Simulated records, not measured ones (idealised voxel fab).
Name of the process module below: voxel self aligned vias
Xsec cut, 185 nm wide, square cell size 5 nm.
Heads up, the way a cross-section reads in here is a grid of square cells, handed over as bands from the top down, with every band being one or more rows of cells. Heads up on the band format: heights come first, top then bottom, in nm. After that it's the materials left to right, each with its width in nm. A single material flagged "all across" fills the whole band edge to edge, and "blank" means there's empty space there. Height reference: 0 = level under which incoming wafer is all one material. Lowest band: no bottom, runs on downward, e.g. "top 0, no bottom". Per-row width for "30..40": begins at first number (top row of band), ends at second number (bottom row), increment between rows held constant. What does "left unchanged" mean for a step? It means no cell of the cross-section changed in that step. The entry "Voids, sealed" lists the empty spaces that cover at least 8 cells and have no open path to the top. Each is written as width x height at distance, where the distance is measured from the left edge and all three values are in nm. Anything after a step's settings on that line? It's the simulator's own note about the step. Regarding "overlay nm": on a step with a mask, it is the distance the mask lay to the right of its planned place; a negative value places it to the left.

[Process steps - plan]
1. RECEIVE: material Si
2. CONFORMAL_DEP: material SiO2, thk nm 15
3. CONFORMAL_DEP: material SiCN, thk nm 5
4. DIRECTIONAL_DEP: material lowk, thk nm 30
5. PATTERN: tone open, mask id LINES, material resist, width nm 20, pitch nm 60, thk nm 15, overlay nm 0
6. DIRECTIONAL_ETCH: etch materials lowk, depth nm 30
7. STRIP: etch materials resist
8. CONFORMAL_DEP: material TiN, thk nm 5
9. FILL_DEP: material Ru, thk nm 10
10. CMP: height nm 50
11. SELECTIVE_ETCH: etch materials W Ru TiN, depth nm 10
12. FILL_DEP: material SiN, thk nm 10
13. CMP: height nm 50
14. DIRECTIONAL_DEP: material lowk, thk nm 15
15. PATTERN: tone open, mask id VIAS, material resist, width nm 30, pitch nm 60, thk nm 20, overlay nm 0
16. DIRECTIONAL_ETCH: etch materials lowk, depth nm 15
17. DIRECTIONAL_ETCH: etch materials SiN, depth nm 10
18. STRIP: etch materials resist
19. CONFORMAL_DEP: material TiN, thk nm 5
20. FILL_DEP: material Ru, thk nm 5
21. CMP: height nm 65
22. CONFORMAL_DEP: material SiN, thk nm 5

[Cross-section of the wafer at receipt, which is the condition after step 1]
  top 0, no bottom = Si all across
  Voids, sealed: none

[First wafer of two, sectioned at end of module; run went per plan]
  top 70, bottom 65 = SiN all across
  top 65, bottom 55 = lowk 15 nm, then TiN 5 nm, then Ru 20 nm, then TiN 5 nm, then lowk 30 nm, then TiN 5 nm, then Ru 20 nm, then TiN 5 nm, then lowk 30 nm, then TiN 5 nm, then Ru 20 nm, then TiN 5 nm, then lowk 20 nm
  top 55, bottom 45 = lowk 15..20 nm, then TiN 10..5 nm, then Ru 10 nm, then TiN 10..5 nm, then lowk 30..40 nm, then TiN 10..5 nm, then Ru 10 nm, then TiN 10..5 nm, then lowk 30..40 nm, then TiN 10..5 nm, then Ru 10 nm, then TiN 10..5 nm, then lowk 20..25 nm
  top 45, bottom 40 = lowk 20 nm, then TiN 20 nm, then lowk 40 nm, then TiN 20 nm, then lowk 40 nm, then TiN 20 nm, then lowk 25 nm
  top 40, bottom 25 = lowk 20 nm, then TiN 5 nm, then Ru 10 nm, then TiN 5 nm, then lowk 40 nm, then TiN 5 nm, then Ru 10 nm, then TiN 5 nm, then lowk 40 nm, then TiN 5 nm, then Ru 10 nm, then TiN 5 nm, then lowk 25 nm
  top 25, bottom 20 = lowk 20 nm, then TiN 20 nm, then lowk 40 nm, then TiN 20 nm, then lowk 40 nm, then TiN 20 nm, then lowk 25 nm
  top 20, bottom 15 = SiCN all across
  top 15, bottom 0 = SiO2 all across
  top 0, no bottom = Si all across
  Voids, sealed: none

[Cross-sectional image of the second wafer of the two following completion of the module. Starting state and process plan were the same as for the first wafer; one execution error occurred]
  top 70, bottom 65 = SiN all across
  top 65, bottom 50 = lowk 15 nm, then TiN 5 nm, then Ru 20 nm, then TiN 5 nm, then lowk 30 nm, then TiN 5 nm, then Ru 20 nm, then TiN 5 nm, then lowk 30 nm, then TiN 5 nm, then Ru 20 nm, then TiN 5 nm, then lowk 20 nm
  top 50, bottom 45 = SiN 15 nm, then TiN 10 nm, then Ru 10 nm, then TiN 10 nm, then SiN 30 nm, then TiN 10 nm, then Ru 10 nm, then TiN 10 nm, then SiN 30 nm, then TiN 10 nm, then Ru 10 nm, then TiN 10 nm, then SiN 20 nm
  top 45, bottom 40 = lowk 20 nm, then TiN 20 nm, then lowk 40 nm, then TiN 20 nm, then lowk 40 nm, then TiN 20 nm, then lowk 25 nm
  top 40, bottom 20 = lowk 20 nm, then TiN 5 nm, then Ru 10 nm, then TiN 5 nm, then lowk 40 nm, then TiN 5 nm, then Ru 10 nm, then TiN 5 nm, then lowk 40 nm, then TiN 5 nm, then Ru 10 nm, then TiN 5 nm, then lowk 25 nm
  top 20, bottom 15 = lowk 20 nm, then TiN 20 nm, then lowk 40 nm, then TiN 20 nm, then lowk 40 nm, then TiN 20 nm, then lowk 25 nm
  top 15, bottom 0 = SiO2 all across
  top 0, no bottom = Si all across
  Voids, sealed: none
Processing error: step 3 of the plan was excluded from execution and never run
FYI, end of process, the second wafer has more or fewer cells of some materials than the first: Ru +12; SiCN -37; SiN +19; TiN +6
